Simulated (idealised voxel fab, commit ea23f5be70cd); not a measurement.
The process module presented herein is designated voxel self aligned contacts.
The width of the displayed cross-section, cut, is 285 nm; its cells are square, with a size of 5 nm.
A cross-section is a grid of square cells, given in bands from the top down. A band is one or more rows of cells.
In this notation a band is specified by the heights of its top and bottom, in that order and in nm, after which its materials appear from left to right, each paired with its width in nm. The word "all across" attached to a single material means that material fills the band from edge to edge; the word "empty" stands for empty space.
Basically, 0 is our baseline, since under it the wafer straight out of the box is all one material. The bottom band has no lower end and keeps on going down, so it looks like "z 0 and below".
Top row gets the first number, bottom row gets the second, and each row in between changes by the same step: that is how a band width like "30 to 40" works.
The designation "no modification", where it is given for a processing step, indicates that no cell of the cross-section was altered in the course of that step.
"Closed void listing" - sealed voids, min. 8 cells, no opening to top; format: width x height at distance (distance from left edge; nm throughout).
Formally, on a step line, whatever follows the settings is a remark that the simulator itself makes on the step.
When a step includes a mask, the "overlay nm" setting on its line states how far to the right of its planned place that mask lay, and negative values state how far to the left.
# The process steps that were planned are listed below
1) RECEIVE, material Si
2) OXIDIZE, depth nm 5
3) DIRECTIONAL_DEP, material polySi, thk nm 20
4) DIRECTIONAL_DEP, material SiN, thk nm 20
5) MASKED_ETCH, tone cover, mask id GATE, width nm 30, pitch nm 60, etch materials SiN, depth nm 20, overlay nm 0
6) MASKED_ETCH, tone cover, mask id GATE, width nm 30, pitch nm 60, etch materials polySi, depth nm 20, overlay nm 0
7) CONFORMAL_DEP, material SiN, thk nm 5
8) DIRECTIONAL_ETCH, etch materials SiN, depth nm 5
9) FILL_DEP, material SiO2, thk nm 15
10) CMP, height nm 45
11) MASKED_ETCH, tone open, mask id CONTACT, width nm 40, etch materials SiO2, depth nm 50, overlay nm 0
12) CONFORMAL_DEP, material TiN, thk nm 5
13) FILL_DEP, material W, thk nm 10
14) CMP, height nm 45
15) CONFORMAL_DEP, material SiN, thk nm 5
# Cross-section: wafer on arrival = after step 1
> z 0 and below | Si all across
> Closed void listing: none
# Cross-section, first of two wafers, end of module, run as planned
> z 50 to 45 | SiN all across
> z 45 to 40 | SiO2 120  TiN 15  W 10  TiN 15  SiO2 125
> z 40 to 20 | SiO2 90  SiN 40  TiN 5  W 10  TiN 5  SiN 40  SiO2 95
> z 20 to 0 | SiO2 90  SiN 5  polySi 30  SiN 5  TiN 5  W 10  TiN 5  SiN 5  polySi 30  SiN 5  SiO2 95
> z 0 to -5 | SiO2 130  TiN 20  SiO2 135
> z -5 and below | Si all across
> Closed void listing: none
# Second wafer through the module, sectioned at the end: same beginning and same plan as the first wafer, with one mistake in carrying it out
> z 50 to 45 | SiN all across
> z 45 to 40 | SiO2 120  TiN 40  SiO2 125
> z 40 to 20 | SiN 100  SiO2 20  SiN 40  SiO2 20  SiN 105
> z 20 to 0 | polySi all across
> z 0 to -5 | SiO2 all across
> z -5 and below | Si all across
> Closed void listing: none
Against the plan, the run slipped here: step 5 did not use the planned setting and instead ran as MASKED_ETCH, tone open, mask id GATE, width nm 30, pitch nm 60, etch materials SiN, depth nm 20, overlay nm 0
Per the end-of-run cell counts, the second wafer holds more or fewer of some materials than the first: SiN: 116 more | SiO2: 260 fewer | TiN: 18 fewer | W: 18 fewer | polySi: 180 more
